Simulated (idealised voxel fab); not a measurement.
This is a process module. Its name is voxel gate over fins.
In the cross-section labelled cut, the width is 280 nm and each square cell is 5 nm.
In what follows, cross-sections appear as grids of square cells, described through bands that run from the top down, where every band is one or more rows of cells. Top height, bottom height, nm. Materials left to right, width each, nm. Single material + "throughout" = fills band edge to edge. "empty" = empty. Height 0 is the level under which the wafer as received is all one material. The lowest band goes on downwards, as in "top 0, no bottom". A two-number width, for instance "30..40", indicates that the width is equal to the first number in the top row of the band and to the second number in the bottom row, and that it changes by a constant amount per row of cells. "everything unchanged" means the step left every cell of the cross-section as it was. "Enclosed void listing" - sealed voids, min. 8 cells, no opening to top; format: width x height at distance (distance from left edge; nm throughout). Note: text after step settings on the step line = simulator remark on that step. On any step carrying a mask, the "overlay nm" setting, if present on the step's line, tells how far right of its planned place the mask lay; negative values point to the left.
Here's what the planned process steps look like:
1,op RECEIVE | material Si
2,op CONFORMAL_DEP | material SiN | thk nm 10
3,op MASKED_ETCH | tone cover | mask id FINS | width nm 15 | pitch nm 55 | etch materials SiN | depth nm 10 | overlay nm 0
4,op MASKED_ETCH | tone cover | mask id FINS | width nm 15 | pitch nm 55 | etch materials Si | depth nm 30 | overlay nm 0
5,op OXIDIZE | depth nm 5
6,op FILL_DEP | material SiO2 | thk nm 5
7,op CMP | height nm 10
8,op PATTERN | tone open | mask id RAIL | material resist | width nm 15 | thk nm 15 | overlay nm 0
9,op DIRECTIONAL_ETCH | etch materials SiO2 | depth nm 35
10,op STRIP | etch materials resist
11,op CONFORMAL_DEP | material TiN | thk nm 5
12,op FILL_DEP | material Ru | thk nm 10
13,op CMP | height nm 10
14,op SELECTIVE_ETCH | etch materials W Ru TiN | depth nm 25
15,op FILL_DEP | material SiO2 | thk nm 5
16,op CMP | height nm 10
17,op SELECTIVE_ETCH | etch materials SiO2 | depth nm 20
18,op STRIP | etch materials SiN
19,op CONFORMAL_DEP | material HfO2 | thk nm 5
20,op CONFORMAL_DEP | material TiN | thk nm 5
21,op FILL_DEP | material W | thk nm 10
22,op CMP | height nm 15
23,op CONFORMAL_DEP | material SiN | thk nm 5
Heads up: all these wafers start the same, and what changes between them is the width nm in step 8. The value you see in the plan is just what the first wafer got.
Cross-sectional view of the first of several wafers in the as-received condition, corresponding to the state following step 1:
	top 0, no bottom: Si throughout
	Enclosed void listing: none
Wafer rows; end of module; cells per material since receipt: (+) gained, (-) lost; then closed voids:
width nm 15, +72 HfO2, +1 Ru, -364 Si, +56 SiN, +254 SiO2, +77 TiN, +128 W, Enclosed void listing: none
width nm 20, +72 HfO2, +2 Ru, -364 Si, +56 SiN, +252 SiO2, +78 TiN, +128 W, Enclosed void listing: none
width nm 25, +72 HfO2, +3 Ru, -364 Si, +56 SiN, +250 SiO2, +79 TiN, +128 W, Enclosed void listing: none
width nm 30, +72 HfO2, +4 Ru, -364 Si, +56 SiN, +248 SiO2, +80 TiN, +128 W, Enclosed void listing: none
